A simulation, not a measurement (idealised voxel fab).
The following is a process module called voxel fin reveal.
This is section cut - it's 270 nm across, gridded in 5 nm square cells.
In this document a cross-section is written as a grid of square cells. It is given as a series of bands, listed from the top down, and a band is one or more rows of cells.
Basically the band line says how high the top is and how high the bottom is, in nm, and then what's in it from left to right, every material with its width in nm. Empty space shows up as "blank", and if a single material carries "everywhere" it runs the full band edge to edge.
Heights from 0 (as-received wafer is one material below). Bottom band endless downward, as "z 0 and below".
Width: "30->40" (first number = top row, second number = bottom row, same change from row to row of cells).
"everything unchanged", as given for a step, is the statement that not any cell of the cross-section underwent a change during that step.
The list in "Enclosed cavity list" covers empty spaces of 8 cells or more that cannot reach the top through any open way, and it gives each as width x height at distance; the distance is from the left edge, and width, height and distance are in nm.
It should be noted that, on the line of a given step, the content following the step's settings is a remark produced by the simulator itself with respect to that step.
"overlay nm" denotes, for a step that has a mask, the displacement of the mask to the right of its planned place, with negative values corresponding to the left.

List of planned process steps:
1,op RECEIVE | material Si
2,op CONFORMAL_DEP | material SiN | thk nm 5
3,op MASKED_ETCH | tone cover | mask id FINS | width nm 15 | pitch nm 40 | etch materials SiN | depth nm 5 | overlay nm 0
4,op MASKED_ETCH | tone cover | mask id FINS | width nm 15 | pitch nm 40 | etch materials Si | depth nm 40 | overlay nm 0
5,op OXIDIZE | depth nm 5
6,op FILL_DEP | material SiO2 | thk nm 10
7,op CMP | height nm 5
8,op SELECTIVE_ETCH | etch materials SiO2 | depth nm 20
9,op STRIP | etch materials SiN
10,op CONFORMAL_DEP | material HfO2 | thk nm 5
Don't read the plan's width nm for step 4 as applying to every wafer: that's the first wafer's value, and the wafers differ in it, though they all start identical.

Received wafers, first of several: cross-section after step 1:
	z 0 and below  Si everywhere
	Enclosed cavity list: none

So in this table every wafer gets its own row, and what you see is where it stands at the end of the module: for each material, how many cells it picked up (+) or gave up (-) since we received it, and after that its closed voids:
width nm 15 | +72 HfO2 | -459 Si | +306 SiO2 | Enclosed cavity list: none
width nm 20 | +72 HfO2 | -435 Si | +288 SiO2 | Enclosed cavity list: none
width nm 25 | +72 HfO2 | -411 Si | +270 SiO2 | Enclosed cavity list: none
